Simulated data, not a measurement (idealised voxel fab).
Title: Process Module voxel lift off
Cross-section cut: width 195 nm, square cells of 5 nm.
We lay out every cross-section as a grid of square cells and spell it out in bands from the top down, where one band means one or more rows of cells.
The band entry comprises the height of the band's top followed by the height of its bottom, expressed in nm, and subsequently the band's materials from left to right, each stated together with its width in nm. Where a single material is marked with the word "full width", that material fills the band from edge to edge. The word "blank" represents empty space.
Heights from 0 (as-received wafer is one material below). Bottom band endless downward, as "0 nm and below".
The width entry "30->40" should be interpreted row by row: the top row of cells in the band takes the first number, the bottom row takes the second number, and the change between adjacent rows is uniform throughout.
Reading "remains unaltered" for a step: not a cell of the cross-section changed in it.
"Voids, enclosed" lists enclosed empty spaces (at least 8 cells, no open path upward to the top), each as width x height at distance from the left edge, in nm.
Formally, on a step line, whatever follows the settings is a remark that the simulator itself makes on the step.
overlay nm, on a step with a mask: how far to the right of its planned place the mask lay; to the left if negative

Intended process steps
| 1 | RECEIVE: material Si |
| 2 | CONFORMAL_DEP: material Al2O3, thk nm 5 |
| 3 | PATTERN: tone open, mask id LINES, material resist, width nm 25, pitch nm 50, thk nm 30, overlay nm 0 |
| 4 | DIRECTIONAL_DEP: material Ru, thk nm 15 |
| 5 | STRIP: etch materials resist |
| 6 | CONFORMAL_DEP: material SiN, thk nm 10 |

As-received state of the wafer in cross-section, equivalent to post-step 1
- 0 nm and below: Si full width
- Voids, enclosed: none

Cross-section, first of two wafers, end of module, run as planned
- 30 nm to 20 nm: blank 25 nm  SiN 45 nm  blank 5 nm  SiN 45 nm  blank 5 nm  SiN 45 nm  blank 25 nm
- 20 nm to 15 nm: blank 25 nm  SiN 10 nm  Ru 25 nm  SiN 10 nm  blank 5 nm  SiN 10 nm  Ru 25 nm  SiN 10 nm  blank 5 nm  SiN 10 nm  Ru 25 nm  SiN 10 nm  blank 25 nm
- 15 nm to 5 nm: SiN 35 nm  Ru 25 nm  SiN 25 nm  Ru 25 nm  SiN 25 nm  Ru 25 nm  SiN 35 nm
- 5 nm to 0 nm: Al2O3 full width
- 0 nm and below: Si full width
- Voids, enclosed: none

The second wafer, shown in cross-section after the module: started the same way as the first and given the same plan, yet one mistake crept into how it was run
- 30 nm to 20 nm: blank 20 nm  SiN 45 nm  blank 5 nm  SiN 45 nm  blank 5 nm  SiN 45 nm  blank 30 nm
- 20 nm to 15 nm: blank 20 nm  SiN 10 nm  Ru 25 nm  SiN 10 nm  blank 5 nm  SiN 10 nm  Ru 25 nm  SiN 10 nm  blank 5 nm  SiN 10 nm  Ru 25 nm  SiN 10 nm  blank 30 nm
- 15 nm to 5 nm: SiN 30 nm  Ru 25 nm  SiN 25 nm  Ru 25 nm  SiN 25 nm  Ru 25 nm  SiN 40 nm
- 5 nm to 0 nm: Al2O3 full width
- 0 nm and below: Si full width
- Voids, enclosed: none
Nonconformance to the process plan: in deviation from the planned setting, step 3 was conducted as PATTERN: tone open, mask id LINES, material resist, width nm 25, pitch nm 50, thk nm 30, overlay nm -5
Final wafers compared: equal cell tally per material, rearranged layout.
